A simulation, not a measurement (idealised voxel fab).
A process module follows: voxel capacitor over wiring.
Xsec cut, 280 nm wide, square cell size 5 nm.
Notation: cross-section as square-cell grid; stated in bands, top first, going down; one or more cell rows per band.
Heights first: top, then bottom, in nm. Then materials, left to right, each with a width in nm. "everywhere" on a single material: fills the band edge to edge. "empty": empty space.
It should be noted that heights are counted from 0, beneath which the wafer as supplied is of one material throughout, and that the lowest band possesses no lower boundary but continues downward, as written in "z 0 and below".
The expression "30..40" gives the width at the extremes of the band, the first number at its top row of cells and the second at its bottom row, with the width changing by equal amounts from each row to the next in between.
"nothing got changed" -> step changed no cross-section cell.
Heads up: "Enclosed internal voids" only lists the empty pockets with no open path to the top that are 8 cells or more, and it writes them as width x height at distance, distance from the left edge, in nm.
after a step's settings: what the simulator itself notes on the step
A step's line can hold "overlay nm"; with a mask on that step, the setting says how far right of the planned place the mask lay, while a negative setting says it lay to the left.
-- Listed below are the process steps as planned
1) RECEIVE | material Si
2) CONFORMAL_DEP | material SiO2 | thk nm 10
3) CONFORMAL_DEP | material SiN | thk nm 5
4) DIRECTIONAL_DEP | material lowk | thk nm 25
5) PATTERN | tone open | mask id METAL_1 | material resist | width nm 30 | pitch nm 80 | thk nm 20 | overlay nm 0
6) DIRECTIONAL_ETCH | etch materials lowk | depth nm 25
7) DIRECTIONAL_ETCH | etch materials SiN | depth nm 5
8) STRIP | etch materials resist
9) CONFORMAL_DEP | material TiN | thk nm 5
10) FILL_DEP | material Cu | thk nm 10
11) CMP | height nm 40
12) CONFORMAL_DEP | material SiCN | thk nm 5
13) DIRECTIONAL_DEP | material lowk | thk nm 20
14) DIRECTIONAL_DEP | material aC | thk nm 15
15) PATTERN | tone open | mask id PLUG_1 | material resist | width nm 15 | thk nm 35 | overlay nm 0
16) DIRECTIONAL_ETCH | etch materials aC | depth nm 15
17) STRIP | etch materials resist
18) DIRECTIONAL_ETCH | etch materials lowk | depth nm 20
19) DIRECTIONAL_ETCH | etch materials SiCN | depth nm 5
20) STRIP | etch materials aC
21) CONFORMAL_DEP | material TiN | thk nm 5
22) FILL_DEP | material Ru | thk nm 10
23) CMP | height nm 65
24) DIRECTIONAL_DEP | material TiN | thk nm 10
25) DIRECTIONAL_DEP | material HfO2 | thk nm 5
26) DIRECTIONAL_DEP | material TiN | thk nm 5
27) PATTERN | tone cover | mask id UPPER_PLATE | material resist | width nm 45 | thk nm 15 | overlay nm 0
28) DIRECTIONAL_ETCH | etch materials TiN | depth nm 5
29) DIRECTIONAL_ETCH | etch materials HfO2 | depth nm 5
30) STRIP | etch materials resist
31) PATTERN | tone cover | mask id LOWER_PLATE | material resist | width nm 65 | thk nm 15 | overlay nm 0
32) DIRECTIONAL_ETCH | etch materials TiN | depth nm 10
33) STRIP | etch materials resist
34) FILL_DEP | material SiO2 | thk nm 20
35) CMP | height nm 100
36) PATTERN | tone open | mask id PLUG_2 | material resist | width nm 15 | thk nm 20 | overlay nm 0
37) DIRECTIONAL_ETCH | etch materials SiO2 | depth nm 15
38) STRIP | etch materials resist
39) CONFORMAL_DEP | material TiN | thk nm 5
40) FILL_DEP | material Ru | thk nm 10
41) CMP | height nm 100
42) CONFORMAL_DEP | material SiN | thk nm 5
Wafers differ in width nm at step 27; plan lists the first wafer's value; identical starting state.
-- First of several wafers, received after step 1, in cross-section
* z 0 and below | Si everywhere
* Enclosed internal voids: none
-- Below, a row for every wafer. Read it as the end-of-module picture: for each material the wafer shows its cells gained (+) or lost (-) since it was received, and then its closed voids
width nm 45; +40 Cu; +9 HfO2; +6 Ru; +53 SiCN; +100 SiN; +451 SiO2; +85 TiN; +432 lowk; Enclosed internal voids: none
width nm 50; +40 Cu; +10 HfO2; +6 Ru; +53 SiCN; +100 SiN; +449 SiO2; +86 TiN; +432 lowk; Enclosed internal voids: none
width nm 55; +40 Cu; +11 HfO2; +6 Ru; +53 SiCN; +100 SiN; +447 SiO2; +87 TiN; +432 lowk; Enclosed internal voids: none
width nm 60; +40 Cu; +12 HfO2; +6 Ru; +53 SiCN; +100 SiN; +445 SiO2; +88 TiN; +432 lowk; Enclosed internal voids: none
width nm 65; +40 Cu; +13 HfO2; +6 Ru; +53 SiCN; +100 SiN; +443 SiO2; +89 TiN; +432 lowk; Enclosed internal voids: none
width nm 70; +40 Cu; +14 HfO2; +6 Ru; +53 SiCN; +100 SiN; +440 SiO2; +91 TiN; +432 lowk; Enclosed internal voids: none
